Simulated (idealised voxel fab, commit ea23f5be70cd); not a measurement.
process module | voxel self aligned vias
cross-section cut | 165 nm wide | cells 5 nm
A cross-section is a grid of square cells, given in bands from the top down. A band is one or more rows of cells.
Each band's line starts with the height of the band's top and of its bottom, in nm. Then come its materials from left to right, each with its width in nm. One material with "throughout" fills the band from edge to edge. "air" is empty space.
Height 0 is the level under which the wafer as received is all one material. The lowest band goes on downwards, as in "0 down".
A width such as "30 to 40" changes by the same amount from each row of cells to the next, from the band's top row to its bottom row.
"no change" after a step means that no cell of the cross-section changed.
closed voids: empty space of 8 cells or more with no open way to the top, each as width x height at its distance from the left edge, in nm
after a step's settings: what the simulator itself notes on the step
overlay nm, on a step with a mask: how far to the right of its planned place the mask lay; to the left if negative
plan
1 op RECEIVE | material Si
2 op CONFORMAL_DEP | material SiO2 | thk nm 10
3 op CONFORMAL_DEP | material SiCN | thk nm 5
4 op DIRECTIONAL_DEP | material lowk | thk nm 25
5 op PATTERN | tone open | mask id LINES | material resist | width nm 20 | pitch nm 70 | thk nm 15 | overlay nm 0
6 op DIRECTIONAL_ETCH | etch materials lowk | depth nm 25
7 op STRIP | etch materials resist
8 op CONFORMAL_DEP | material TiN | thk nm 5
9 op FILL_DEP | material Ru | thk nm 10
10 op CMP | height nm 40
11 op SELECTIVE_ETCH | etch materials W Ru TiN | depth nm 10
12 op FILL_DEP | material SiN | thk nm 10
13 op CMP | height nm 40
14 op DIRECTIONAL_DEP | material lowk | thk nm 20
15 op MASKED_ETCH | tone open | mask id VIAS | width nm 40 | etch materials lowk | depth nm 20 | overlay nm 0
16 op MASKED_ETCH | tone open | mask id VIAS | width nm 40 | etch materials SiN | depth nm 10 | overlay nm 0
17 op CONFORMAL_DEP | material TiN | thk nm 5
18 op FILL_DEP | material Ru | thk nm 5
19 op CMP | height nm 60
20 op CONFORMAL_DEP | material SiCN | thk nm 5
as received, after step 1
  0 down: Si throughout
  closed voids: none
first wafer at the end, as planned
  65 to 60: SiCN throughout
  60 to 45: lowk 25 | TiN 5 | Ru 30 | TiN 5 | lowk 100
  45 to 40: lowk 25 | TiN 15 | Ru 10 | TiN 15 | lowk 100
  40 to 35: lowk 35 | TiN 5 | Ru 10 | TiN 5 | lowk 50 | SiN 20 | lowk 40
  35 to 30: lowk 35 | TiN 20 | lowk 50 | SiN 20 | lowk 40
  30 to 20: lowk 35 | TiN 5 | Ru 10 | TiN 5 | lowk 50 | TiN 5 | Ru 10 | TiN 5 | lowk 40
  20 to 15: lowk 35 | TiN 20 | lowk 50 | TiN 20 | lowk 40
  15 to 10: SiCN throughout
  10 to 0: SiO2 throughout
  0 down: Si throughout
  closed voids: none
second wafer at the end: like start, like plan, one mistake
  65 to 60: SiCN throughout
  60 to 40: lowk 25 | TiN 5 | Ru 30 | TiN 5 | lowk 100
  40 to 35: SiN 25 | TiN 5 | Ru 30 | TiN 5 | SiN 100
  35 to 30: SiN 25 | TiN 40 | SiN 100
  30 to 10: lowk 35 | TiN 5 | Ru 10 | TiN 5 | lowk 50 | TiN 5 | Ru 10 | TiN 5 | lowk 40
  10 to 5: lowk 35 | TiN 20 | lowk 50 | TiN 20 | lowk 40
  5 to 0: SiCN throughout
  0 down: Si throughout
  closed voids: none
what went wrong: step 2 was left out
at the end the second wafer has, in cells: 16 more of Ru | 42 more of SiN | 66 fewer of SiO2 | 8 more of TiN
